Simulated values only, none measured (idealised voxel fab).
The process module presented herein is designated voxel ribs on slabs.
Xsec cut, 250 nm wide, square cell size 5 nm.
A cross-section is written here as square cells arranged in a grid, and it is given in bands from the top down, each band taking up one or more rows of cells.
Each band's line starts with the height of the band's top and of its bottom, in nm. Then come its materials from left to right, each with its width in nm. One material with "full width" fills the band from edge to edge. "empty" is empty space.
Height datum 0, below which the as-received substrate wafer is one material. Lowest band open at the bottom, running downward: "0 down".
Width "30..40": first value at the band's top row of cells, second value at its bottom row, equal change from row to row.
The designation "no alteration", where it is given for a processing step, indicates that no cell of the cross-section was altered in the course of that step.
In "Completely enclosed voids" the enclosed voids are listed, meaning empty spaces of 8 cells or larger without any opening to the top. The form is width x height at distance, distance from the left edge, units nm.
Past the settings on a step's line: simulator remark, on that step.
overlay nm: step with mask; distance mask lay right of planned place; negative value = left of planned place.
## Planned process steps
- 1: RECEIVE [material Si]
- 2: DIRECTIONAL_DEP [material SiO2] [thk nm 25]
- 3: DIRECTIONAL_DEP [material SiN] [thk nm 15]
- 4: MASKED_ETCH [tone cover] [mask id RIB] [width nm 20] [etch materials SiN] [depth nm 10] [overlay nm 0]
- 5: MASKED_ETCH [tone cover] [mask id SLAB] [width nm 60] [etch materials SiN] [depth nm 5] [overlay nm 0]
- 6: FILL_DEP [material SiO2] [thk nm 20]
- 7: CMP [height nm 50]
- 8: DIRECTIONAL_DEP [material TiN] [thk nm 5]
- 9: MASKED_ETCH [tone cover] [mask id HEATER] [width nm 30] [etch materials TiN] [depth nm 5] [overlay nm 0]
- 10: CONFORMAL_DEP [material SiO2] [thk nm 5]
## The first of the two wafers, which ran as planned
## Cross-section: wafer on arrival = after step 1
0 down: Si full width
Completely enclosed voids: none
## Step 2 complete: cross-section through the wafer
25 to 0: SiO2 full width
Beneath the level 0, the cross-section is identical to its previous state.
## Step 3 complete: cross-section through the wafer
40 to 25: SiN full width
Beneath the level 25, the cross-section is identical to its previous state.
## Step 4 complete: cross-section through the wafer
40 to 30: 115 empty / 20 SiN / 115 empty
Beneath the level 30, the cross-section is identical to its previous state.
## Step 5 complete: cross-section through the wafer
40 to 30: 115 empty / 20 SiN / 115 empty
30 to 25: 95 empty / 60 SiN / 95 empty
Beneath the level 25, the cross-section is identical to its previous state.
## Step 6 complete: cross-section through the wafer
60 to 40: SiO2 full width
40 to 30: 115 SiO2 / 20 SiN / 115 SiO2
30 to 25: 95 SiO2 / 60 SiN / 95 SiO2
Beneath the level 25, the cross-section is identical to its previous state.
## Step 7 complete: cross-section through the wafer
50 to 40: SiO2 full width
Beneath the level 40, the cross-section is identical to its previous state.
## Step 8 complete: cross-section through the wafer
55 to 50: TiN full width
Beneath the level 50, the cross-section is identical to its previous state.
## Step 9 complete: cross-section through the wafer
55 to 50: 110 empty / 30 TiN / 110 empty
Beneath the level 50, the cross-section is identical to its previous state.
## Step 10 complete: cross-section through the wafer
60 to 55: 105 empty / 40 SiO2 / 105 empty
55 to 50: 110 SiO2 / 30 TiN / 110 SiO2
Beneath the level 50, the cross-section is identical to its previous state.
## For the second wafer, take the first wafer's start and plan, then add one mistake made in running it; everything through step 1, that step included, is shared with the first
## Cross-section of the second wafer when, according to plan, step 2 should have finished
20 to 0: SiO2 full width
Beneath the level 0, the cross-section is identical to its previous state.
## Cross-section of the second wafer when, according to plan, step 3 should have finished
35 to 20: SiN full width
Beneath the level 20, the cross-section is identical to its previous state.
## Cross-section of the second wafer when, according to plan, step 4 should have finished
35 to 25: 115 empty / 20 SiN / 115 empty
Beneath the level 25, the cross-section is identical to its previous state.
## Cross-section of the second wafer when, according to plan, step 5 should have finished
35 to 25: 115 empty / 20 SiN / 115 empty
25 to 20: 95 empty / 60 SiN / 95 empty
Beneath the level 20, the cross-section is identical to its previous state.
## Cross-section of the second wafer when, according to plan, step 6 should have finished
55 to 35: SiO2 full width
35 to 25: 115 SiO2 / 20 SiN / 115 SiO2
25 to 20: 95 SiO2 / 60 SiN / 95 SiO2
Beneath the level 20, the cross-section is identical to its previous state.
## Cross-section of the second wafer when, according to plan, step 7 should have finished
50 to 35: SiO2 full width
Beneath the level 35, the cross-section is identical to its previous state.
## Cross-section of the second wafer when, according to plan, step 8 should have finished
55 to 50: TiN full width
Beneath the level 50, the cross-section is identical to its previous state.
## Cross-section of the second wafer when, according to plan, step 9 should have finished
55 to 50: 110 empty / 30 TiN / 110 empty
Beneath the level 50, the cross-section is identical to its previous state.
## Cross-section of the second wafer when, according to plan, step 10 should have finished
60 to 55: 105 empty / 40 SiO2 / 105 empty
55 to 50: 110 SiO2 / 30 TiN / 110 SiO2
Beneath the level 50, the cross-section is identical to its previous state.
Diagnosis: contrary to plan, step 2 was performed as DIRECTIONAL_DEP [material SiO2] [thk nm 20]
Both wafers, final: cells per material equal; arrangement not.
